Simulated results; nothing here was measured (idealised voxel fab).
Process module name: voxel transistor to metal
For reference, the cross-section in this document is cut, with width 215 nm and square cells of 5 nm.
In what follows, cross-sections appear as grids of square cells, described through bands that run from the top down, where every band is one or more rows of cells.
Heads up on the band format: heights come first, top then bottom, in nm. After that it's the materials left to right, each with its width in nm. A single material flagged "all across" fills the whole band edge to edge, and "blank" means there's empty space there.
Height datum 0, below which the as-received substrate wafer is one material. Lowest band open at the bottom, running downward: "0..down".
A width such as "30 to 40" changes by the same amount from each row of cells to the next, from the band's top row to its bottom row.
No cell of the cross-section changed in a step that is given as "no modifications".
Basically, "Closed internal voids" tells you about the enclosed voids: empty spaces with no open way to the top, 8 cells or bigger, each written width x height at distance, where distance is from the left edge, all in nm.
The remark found on a step's line after its settings is issued by the simulator itself and pertains to that step.
The optional step-line setting "overlay nm" applies to steps with a mask and quantifies how far to the right of its planned location the mask lay, a negative value indicating leftward placement.
[The steps planned for the process are as follows]
1. op RECEIVE | material Si
2. op OXIDIZE | depth nm 5
3. op CONFORMAL_DEP | material SiN | thk nm 15
4. op MASKED_ETCH | tone cover | mask id ACTIVE | width nm 135 | etch materials SiN | depth nm 15 | overlay nm 0
5. op MASKED_ETCH | tone cover | mask id ACTIVE | width nm 135 | etch materials SiO2 | depth nm 5 | overlay nm 0
6. op MASKED_ETCH | tone cover | mask id ACTIVE | width nm 135 | etch materials Si | depth nm 35 | overlay nm 0
7. op OXIDIZE | depth nm 5
8. op FILL_DEP | material SiO2 | thk nm 5
9. op CMP | height nm 15
10. op SELECTIVE_ETCH | etch materials SiO2 | depth nm 10
11. op STRIP | etch materials SiN
12. op SELECTIVE_ETCH | etch materials SiO2 | depth nm 5
13. op OXIDIZE | depth nm 5
14. op DIRECTIONAL_DEP | material polySi | thk nm 25
15. op DIRECTIONAL_DEP | material SiCN | thk nm 10
16. op PATTERN | tone cover | mask id GATE | material resist | width nm 35 | thk nm 15 | overlay nm 0
17. op DIRECTIONAL_ETCH | etch materials SiCN | depth nm 20
18. op DIRECTIONAL_ETCH | etch materials polySi | depth nm 35
19. op STRIP | etch materials resist
20. op CONFORMAL_DEP | material SiO2 | thk nm 5
21. op DIRECTIONAL_ETCH | etch materials SiO2 | depth nm 5
22. op CONFORMAL_DEP | material SiN | thk nm 5
23. op DIRECTIONAL_ETCH | etch materials SiN | depth nm 5
24. op DIRECTIONAL_ETCH | etch materials SiO2 | depth nm 5
25. op DIRECTIONAL_ETCH | etch materials Si | depth nm 5
26. op EPI | material pSi | thk nm 5
27. op FILL_DEP | material SiO2 | thk nm 10
28. op CMP | height nm 20
29. op STRIP | etch materials polySi
30. op SELECTIVE_ETCH | etch materials SiO2 | depth nm 5
31. op CONFORMAL_DEP | material HfO2 | thk nm 5
32. op CONFORMAL_DEP | material TiN | thk nm 5
33. op FILL_DEP | material W | thk nm 5
34. op CMP | height nm 15
35. op DIRECTIONAL_DEP | material SiO2 | thk nm 5
36. op MASKED_ETCH | tone open | mask id CONTACT | width nm 20 | pitch nm 95 | etch materials SiO2 | depth nm 40 | overlay nm 0
37. op CONFORMAL_DEP | material TiN | thk nm 5
38. op FILL_DEP | material Ru | thk nm 10
39. op CMP | height nm 30
40. op DIRECTIONAL_DEP | material TiN | thk nm 5
41. op DIRECTIONAL_DEP | material W | thk nm 20
42. op PATTERN | tone cover | mask id METAL_1 | material resist | width nm 20 | pitch nm 95 | thk nm 15 | overlay nm 0
43. op DIRECTIONAL_ETCH | etch materials W | depth nm 20
44. op DIRECTIONAL_ETCH | etch materials TiN | depth nm 5
45. op STRIP | etch materials resist
46. op CONFORMAL_DEP | material SiCN | thk nm 5
47. op FILL_DEP | material lowk | thk nm 5
48. op CMP | height nm 55
49. op CONFORMAL_DEP | material SiCN | thk nm 5
50. op DIRECTIONAL_DEP | material lowk | thk nm 25
51. op PATTERN | tone open | mask id METAL_2_HOLES | material resist | width nm 15 | pitch nm 95 | thk nm 20 | overlay nm 0
52. op DIRECTIONAL_ETCH | etch materials lowk | depth nm 25
53. op STRIP | etch materials resist
54. op DIRECTIONAL_DEP | material aC | thk nm 10
55. op PATTERN | tone open | mask id METAL_2 | material resist | width nm 20 | pitch nm 95 | thk nm 25 | overlay nm 0
56. op DIRECTIONAL_ETCH | etch materials aC | depth nm 10
57. op STRIP | etch materials resist
58. op DIRECTIONAL_ETCH | etch materials lowk | depth nm 15
59. op DIRECTIONAL_ETCH | etch materials SiCN | depth nm 5
60. op STRIP | etch materials aC
61. op CONFORMAL_DEP | material TiN | thk nm 5
62. op FILL_DEP | material Ru | thk nm 5
63. op CMP | height nm 85
64. op CONFORMAL_DEP | material SiCN | thk nm 5
Don't read the plan's thk nm for step 35 as applying to every wafer: that's the first wafer's value, and the wafers differ in it, though they all start identical.
[So this is the first of several wafers, cross-sectioned as it came to us, meaning it's at the end of step 1]
> 0..down = Si all across
> Closed internal voids: none
[Take any row and you have a wafer at the end of the module: how many cells of each material it has gained (+) or lost (-) since it was received, and then its closed voids]
thk nm 5 | +17 HfO2 | +81 Ru | -226 Si | +131 SiCN | +10 SiN | +279 SiO2 | +116 TiN | +47 W | +303 lowk | +16 pSi | Closed internal voids: none
thk nm 10 | +17 HfO2 | +42 Ru | -226 Si | +131 SiCN | +10 SiN | +314 SiO2 | +120 TiN | +47 W | +303 lowk | +16 pSi | Closed internal voids: none
thk nm 15 | +17 HfO2 | +42 Ru | -226 Si | +131 SiCN | +10 SiN | +349 SiO2 | +85 TiN | +47 W | +303 lowk | +16 pSi | Closed internal voids: none
thk nm 20 | +17 HfO2 | +38 Ru | -226 Si | +131 SiCN | +10 SiN | +357 SiO2 | +81 TiN | +47 W | +303 lowk | +16 pSi | Closed internal voids: none
thk nm 25 | +17 HfO2 | +34 Ru | -226 Si | +131 SiCN | +10 SiN | +365 SiO2 | +77 TiN | +47 W | +303 lowk | +16 pSi | Closed internal voids: none
thk nm 30 | +17 HfO2 | +30 Ru | -226 Si | +131 SiCN | +10 SiN | +373 SiO2 | +73 TiN | +47 W | +303 lowk | +16 pSi | Closed internal voids: none
